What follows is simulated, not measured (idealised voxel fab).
A process module follows: voxel ribs on slabs.
Section cut is 210 nm wide and gridded with 5 nm square cells.
This document writes a cross-section as a grid whose cells are square, and gives it as bands, listed from the top down; one or more rows of cells form a band.
Top height, bottom height, nm. Materials left to right, width each, nm. Single material + "all across" = fills band edge to edge. "empty" = empty.
Note: height 0 marks the level under which the wafer is uniformly one material as received. Lowest band unbounded below, written "0 nm and below".
Quick explanation for "30 to 40": the width changes in equal steps down the rows of cells, from the first number in the band's top row to the second number in its bottom row.
The designation "same as before", where it is given for a processing step, indicates that no cell of the cross-section was altered in the course of that step.
The entry titled "Enclosed cavity list" provides the empty spaces that have no open way to the top, restricted to those of 8 cells or more. Each is presented as width x height at distance, the distance being measured from the left edge, with all three in nm.
If you see something after the settings on a step's line, that's the simulator's own remark about that step.
overlay nm: mask right of planned place by this much (step with mask). Neg. = left.

Below is the list of planned process steps
1. RECEIVE [material Si]
2. DIRECTIONAL_DEP [material SiO2] [thk nm 25]
3. DIRECTIONAL_DEP [material SiN] [thk nm 25]
4. MASKED_ETCH [tone cover] [mask id RIB] [width nm 15] [etch materials SiN] [depth nm 10] [overlay nm -15]
5. PATTERN [tone cover] [mask id SLAB] [material resist] [width nm 65] [thk nm 15] [overlay nm 0]
6. DIRECTIONAL_ETCH [etch materials SiN] [depth nm 15]
7. STRIP [etch materials resist]
8. FILL_DEP [material SiO2] [thk nm 25]
9. CMP [height nm 70]
10. DIRECTIONAL_DEP [material TiN] [thk nm 5]
11. PATTERN [tone cover] [mask id HEATER] [material resist] [width nm 25] [thk nm 20] [overlay nm 0]
12. DIRECTIONAL_ETCH [etch materials TiN] [depth nm 5]
13. STRIP [etch materials resist]
14. CONFORMAL_DEP [material SiN] [thk nm 10]
The value of overlay nm given for step 4 in the plan refers to the first wafer; the wafers vary in this setting and are alike at the start.

First wafer as received, after step 1
    0 nm and below | Si all across
    Enclosed cavity list: none

Each row below is a wafer at the end of the module, listing for every material the number of cells it has gained (+) or lost (-) since it was received, followed by its closed voids
overlay nm -15 | +133 SiN | +543 SiO2 | +5 TiN | Enclosed cavity list: none
overlay nm -10 | +133 SiN | +543 SiO2 | +5 TiN | Enclosed cavity list: none
overlay nm -5 | +133 SiN | +543 SiO2 | +5 TiN | Enclosed cavity list: none
overlay nm 0 | +133 SiN | +543 SiO2 | +5 TiN | Enclosed cavity list: none
overlay nm 5 | +133 SiN | +543 SiO2 | +5 TiN | Enclosed cavity list: none
overlay nm 10 | +133 SiN | +543 SiO2 | +5 TiN | Enclosed cavity list: none
overlay nm 15 | +133 SiN | +543 SiO2 | +5 TiN | Enclosed cavity list: none
